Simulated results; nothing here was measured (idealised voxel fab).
Documented hereafter: the process module known as voxel released beams.
The cross-section on display is named cut; it measures 155 nm wide, and its cells are 5 nm squares.
For the purposes of this document, a cross-section shall be understood as a grid of square cells, specified as bands listed in top-to-bottom order, each band consisting of one or more rows of cells. Heads up on the band format: heights come first, top then bottom, in nm. After that it's the materials left to right, each with its width in nm. A single material flagged "throughout" fills the whole band edge to edge, and "blank" means there's empty space there. Measure heights from 0. That's the level where, below it, the as-received wafer is all one material. The lowest band is bottomless and extends downward; write it as in "0 nm and below". When a width is written as two numbers, as in "30 to 40", the first number is the width in the top row of cells of the band and the second is the width in its bottom row, and the width changes by the same amount from each row to the next. When a step is marked "no alteration", none of the cells in the cross-section changed during that step. "Cavities, closed": sealed empty spaces, 8 cells or more, no open way to top, listed width x height at distance, with distance from the left edge and width, height and distance in nm. That trailing text on a step's line, after the settings, is the simulator's own remark on the step. Regarding "overlay nm": on a step with a mask, it is the distance the mask lay to the right of its planned place; a negative value places it to the left.

Steps in the process plan
- 1: RECEIVE with material Si
- 2: CONFORMAL_DEP with material SiN, thk nm 10
- 3: DIRECTIONAL_DEP with material SiO2, thk nm 20
- 4: PATTERN with tone open, mask id ANCHOR, material resist, width nm 45, thk nm 20, overlay nm 0
- 5: DIRECTIONAL_ETCH with etch materials SiO2, depth nm 20
- 6: STRIP with etch materials resist
- 7: CONFORMAL_DEP with material TiN, thk nm 15
- 8: MASKED_ETCH with tone cover, mask id BEAM, width nm 110, etch materials TiN, depth nm 15, overlay nm 0
- 9: STRIP with etch materials SiO2

Cross-sectional view of the wafer in its as-received condition, corresponding to the state after step 1
  0 nm and below: Si throughout
  Cavities, closed: none

The following cross-section depicts the wafer upon conclusion of the module. Processing commenced from the starting condition illustrated above and adhered to the plan illustrated above, save for one mistake in execution
  45 nm to 30 nm: blank (25), TiN (15), blank (15), TiN (75), blank (25)
  30 nm to 25 nm: blank (25), TiN (15), blank (15), TiN (15), blank (85)
  25 nm to 10 nm: blank (25), TiN (45), blank (85)
  10 nm to 0 nm: SiN throughout
  0 nm and below: Si throughout
  Cavities, closed: none
Deviation from plan: for step 8, the planned setting was not used; the step was instead run as MASKED_ETCH with tone cover, mask id BEAM, width nm 105, etch materials TiN, depth nm 15, overlay nm 0
